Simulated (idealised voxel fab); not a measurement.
process module | voxel released beams
cross-section cut | 165 nm wide | cells 5 nm
A cross-section is a grid of square cells, given in bands from the top down. A band is one or more rows of cells.
Each band's line starts with the height of the band's top and of its bottom, in nm. Then come its materials from left to right, each with its width in nm. One material with "throughout" fills the band from edge to edge. "air" is empty space.
Height 0 is the level under which the wafer as received is all one material. The lowest band goes on downwards, as in "0 down".
A width such as "30 to 40" changes by the same amount from each row of cells to the next, from the band's top row to its bottom row.
"no change" after a step means that no cell of the cross-section changed.
closed voids: empty space of 8 cells or more with no open way to the top, each as width x height at its distance from the left edge, in nm
after a step's settings: what the simulator itself notes on the step
overlay nm, on a step with a mask: how far to the right of its planned place the mask lay; to the left if negative
plan
1 op RECEIVE | material Si
2 op CONFORMAL_DEP | material Al2O3 | thk nm 10
3 op DIRECTIONAL_DEP | material SiO2 | thk nm 15
4 op PATTERN | tone open | mask id ANCHOR | material resist | width nm 30 | thk nm 15 | overlay nm 0
5 op DIRECTIONAL_ETCH | etch materials SiO2 | depth nm 15
6 op STRIP | etch materials resist
7 op CONFORMAL_DEP | material W | thk nm 10
8 op PATTERN | tone cover | mask id BEAM | material resist | width nm 110 | thk nm 20 | overlay nm -10
9 op DIRECTIONAL_ETCH | etch materials W | depth nm 10
10 op STRIP | etch materials resist
11 op STRIP | etch materials SiO2
varied across the wafers: overlay nm of step 8. The plan shows the first wafer's value. All wafers start alike
first wafer as received, after step 1
  0 down: Si throughout
  closed voids: none
first wafer at the end, after step 11
  35 to 25: air 15 | W 25 | air 10 | W 75 | air 40
  25 to 20: air 30 | W 10 | air 10 | W 10 | air 105
  20 to 10: air 30 | W 30 | air 105
  10 to 0: Al2O3 throughout
  0 down: Si throughout
  closed voids: none
last wafer at the end
  35 to 25: air 50 | W 100 | air 15
  25 to 20: air 30 | W 10 | air 10 | W 10 | air 105
  20 to 10: air 30 | W 30 | air 105
  10 to 0: Al2O3 throughout
  0 down: Si throughout
  closed voids: none
each wafer at the end: cells of each material gained (+) or lost (-) since it was received, then its closed voids
overlay nm -10 | +66 Al2O3 | +56 W | closed voids: none
overlay nm -5 | +66 Al2O3 | +56 W | closed voids: none
overlay nm 0 | +66 Al2O3 | +56 W | closed voids: none
overlay nm 5 | +66 Al2O3 | +56 W | closed voids: none
overlay nm 10 | +66 Al2O3 | +56 W | closed voids: none
overlay nm 15 | +66 Al2O3 | +56 W | closed voids: none
